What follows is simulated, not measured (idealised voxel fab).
process module | voxel gate over fins
cross-section cut | 250 nm wide | cells 5 nm
A cross-section is a grid of square cells, given in bands from the top down. A band is one or more rows of cells.
Each band's line starts with the height of the band's top and of its bottom, in nm. Then come its materials from left to right, each with its width in nm. One material with "throughout" fills the band from edge to edge. "air" is empty space.
Height 0 is the level under which the wafer as received is all one material. The lowest band goes on downwards, as in "0 down".
A width such as "30 to 40" changes by the same amount from each row of cells to the next, from the band's top row to its bottom row.
"no change" after a step means that no cell of the cross-section changed.
closed voids: empty space of 8 cells or more with no open way to the top, each as width x height at its distance from the left edge, in nm
after a step's settings: what the simulator itself notes on the step
overlay nm, on a step with a mask: how far to the right of its planned place the mask lay; to the left if negative
plan
1 op RECEIVE | material Si
2 op CONFORMAL_DEP | material SiN | thk nm 5
3 op PATTERN | tone cover | mask id FINS | material resist | width nm 15 | pitch nm 40 | thk nm 15 | overlay nm 0
4 op DIRECTIONAL_ETCH | etch materials SiN | depth nm 5
5 op DIRECTIONAL_ETCH | etch materials Si | depth nm 35
6 op STRIP | etch materials resist
7 op FILL_DEP | material SiO2 | thk nm 15
8 op CMP | height nm 5
9 op SELECTIVE_ETCH | etch materials SiO2 | depth nm 15
10 op STRIP | etch materials SiN
11 op CONFORMAL_DEP | material HfO2 | thk nm 5
12 op CONFORMAL_DEP | material TiN | thk nm 5
13 op CONFORMAL_DEP | material TiAl | thk nm 5
14 op CONFORMAL_DEP | material TiN | thk nm 5
15 op FILL_DEP | material W | thk nm 10
16 op CMP | height nm 25
17 op CONFORMAL_DEP | material SiN | thk nm 10
as received, after step 1
  0 down: Si throughout
  closed voids: none
a wafer at the end: this start, this plan, one mistake
  35 to 25: SiN throughout
  25 to 20: W throughout
  20 to 15: W 35 | TiN 175 | W 40
  15 to 10: W 35 | TiN 5 | TiAl 165 | TiN 5 | W 40
  10 to 5: TiN 40 | TiAl 5 | HfO2 35 | TiAl 5 | HfO2 35 | TiAl 5 | HfO2 35 | TiAl 5 | HfO2 35 | TiAl 5 | TiN 45
  5 to 0: TiAl 45 | HfO2 5 | TiN 25 | HfO2 5 | TiAl 5 | HfO2 5 | TiN 25 | HfO2 5 | TiAl 5 | HfO2 5 | TiN 25 | HfO2 5 | TiAl 5 | HfO2 5 | TiN 25 | HfO2 5 | TiAl 50
  0 to -5: HfO2 50 | TiN 5 | Si 15 | TiN 5 | HfO2 15 | TiN 5 | Si 15 | TiN 5 | HfO2 15 | TiN 5 | Si 15 | TiN 5 | HfO2 15 | TiN 5 | Si 15 | TiN 5 | HfO2 55
  -5 to -10: TiN 55 | Si 15 | TiN 25 | Si 15 | TiN 25 | Si 15 | TiN 25 | Si 15 | TiN 60
  -10 to -35: SiO2 55 | Si 15 | SiO2 25 | Si 15 | SiO2 25 | Si 15 | SiO2 25 | Si 15 | SiO2 60
  -35 down: Si throughout
  closed voids: none
what went wrong: steps 11 and 12 were swapped
